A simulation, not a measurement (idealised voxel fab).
process module | voxel spacer lines
cross-section cut | 175 nm wide | cells 5 nm
A cross-section is a grid of square cells, given in bands from the top down. A band is one or more rows of cells.
Each band's line starts with the height of the band's top and of its bottom, in nm. Then come its materials from left to right, each with its width in nm. One material with "throughout" fills the band from edge to edge. "air" is empty space.
Height 0 is the level under which the wafer as received is all one material. The lowest band goes on downwards, as in "0 down".
A width such as "30 to 40" changes by the same amount from each row of cells to the next, from the band's top row to its bottom row.
"no change" after a step means that no cell of the cross-section changed.
closed voids: empty space of 8 cells or more with no open way to the top, each as width x height at its distance from the left edge, in nm
after a step's settings: what the simulator itself notes on the step
overlay nm, on a step with a mask: how far to the right of its planned place the mask lay; to the left if negative
plan
1 op RECEIVE | material Si
2 op CONFORMAL_DEP | material Al2O3 | thk nm 5
3 op DIRECTIONAL_DEP | material W | thk nm 15
4 op DIRECTIONAL_DEP | material aC | thk nm 30
5 op PATTERN | tone cover | mask id MANDREL | material resist | width nm 20 | pitch nm 70 | thk nm 35 | overlay nm 0
6 op DIRECTIONAL_ETCH | etch materials aC | depth nm 30
7 op STRIP | etch materials resist
8 op CONFORMAL_DEP | material SiN | thk nm 15
9 op DIRECTIONAL_ETCH | etch materials SiN | depth nm 15
10 op STRIP | etch materials aC
11 op DIRECTIONAL_ETCH | etch materials W | depth nm 15
12 op STRIP | etch materials SiN
13 op FILL_DEP | material SiO2 | thk nm 5
14 op CMP | height nm 20
first wafer, as planned
as received, after step 1
  0 down: Si throughout
  closed voids: none
after step 2
  5 to 0: Al2O3 throughout
  below 0: unchanged
after step 3
  20 to 5: W throughout
  below 5: unchanged
after step 4
  50 to 20: aC throughout
  below 20: unchanged
after step 5
  85 to 50: air 40 | resist 20 | air 50 | resist 20 | air 45
  below 50: unchanged
after step 6
  55 to 50: air 40 | resist 20 | air 50 | resist 20 | air 45
  50 to 20: air 40 | aC 20 | air 50 | aC 20 | air 45
  below 20: unchanged
after step 7
  50 to 20: air 40 | aC 20 | air 50 | aC 20 | air 45
  below 20: unchanged
after step 8
  65 to 50: air 25 | SiN 50 | air 20 | SiN 50 | air 30
  50 to 35: air 25 | SiN 15 | aC 20 | SiN 15 | air 20 | SiN 15 | aC 20 | SiN 15 | air 30
  35 to 20: SiN 40 | aC 20 | SiN 50 | aC 20 | SiN 45
  below 20: unchanged
after step 9
  50 to 20: air 25 | SiN 15 | aC 20 | SiN 15 | air 20 | SiN 15 | aC 20 | SiN 15 | air 30
  below 20: unchanged
after step 10
  50 to 20: air 25 | SiN 15 | air 20 | SiN 15 | air 20 | SiN 15 | air 20 | SiN 15 | air 30
  below 20: unchanged
after step 11
  50 to 20: air 25 | SiN 15 | air 20 | SiN 15 | air 20 | SiN 15 | air 20 | SiN 15 | air 30
  20 to 5: air 25 | W 15 | air 20 | W 15 | air 20 | W 15 | air 20 | W 15 | air 30
  below 5: unchanged
after step 12
  20 to 5: air 25 | W 15 | air 20 | W 15 | air 20 | W 15 | air 20 | W 15 | air 30
  below 5: unchanged
after step 13
  25 to 20: SiO2 throughout
  20 to 5: SiO2 25 | W 15 | SiO2 20 | W 15 | SiO2 20 | W 15 | SiO2 20 | W 15 | SiO2 30
  below 5: unchanged
after step 14
  20 to 5: SiO2 25 | W 15 | SiO2 20 | W 15 | SiO2 20 | W 15 | SiO2 20 | W 15 | SiO2 30
  below 5: unchanged
second wafer: like start, like plan, one mistake. Through step 4 it matches the first wafer
when step 5 should have ended
  85 to 50: air 45 | resist 20 | air 50 | resist 20 | air 40
  below 50: unchanged
when step 6 should have ended
  55 to 50: air 45 | resist 20 | air 50 | resist 20 | air 40
  50 to 20: air 45 | aC 20 | air 50 | aC 20 | air 40
  below 20: unchanged
when step 7 should have ended
  50 to 20: air 45 | aC 20 | air 50 | aC 20 | air 40
  below 20: unchanged
when step 8 should have ended
  65 to 50: air 30 | SiN 50 | air 20 | SiN 50 | air 25
  50 to 35: air 30 | SiN 15 | aC 20 | SiN 15 | air 20 | SiN 15 | aC 20 | SiN 15 | air 25
  35 to 20: SiN 45 | aC 20 | SiN 50 | aC 20 | SiN 40
  below 20: unchanged
when step 9 should have ended
  50 to 20: air 30 | SiN 15 | aC 20 | SiN 15 | air 20 | SiN 15 | aC 20 | SiN 15 | air 25
  below 20: unchanged
when step 10 should have ended
  50 to 20: air 30 | SiN 15 | air 20 | SiN 15 | air 20 | SiN 15 | air 20 | SiN 15 | air 25
  below 20: unchanged
when step 11 should have ended
  50 to 20: air 30 | SiN 15 | air 20 | SiN 15 | air 20 | SiN 15 | air 20 | SiN 15 | air 25
  20 to 5: air 30 | W 15 | air 20 | W 15 | air 20 | W 15 | air 20 | W 15 | air 25
  below 5: unchanged
when step 12 should have ended
  20 to 5: air 30 | W 15 | air 20 | W 15 | air 20 | W 15 | air 20 | W 15 | air 25
  below 5: unchanged
when step 13 should have ended
  25 to 20: SiO2 throughout
  20 to 5: SiO2 30 | W 15 | SiO2 20 | W 15 | SiO2 20 | W 15 | SiO2 20 | W 15 | SiO2 25
  below 5: unchanged
when step 14 should have ended
  20 to 5: SiO2 30 | W 15 | SiO2 20 | W 15 | SiO2 20 | W 15 | SiO2 20 | W 15 | SiO2 25
  below 5: unchanged
what went wrong: step 5 ran as: op PATTERN | tone cover | mask id MANDREL | material resist | width nm 20 | pitch nm 70 | thk nm 35 | overlay nm 5
at the end the second wafer has, in cells: as many of each material as the first, in other places
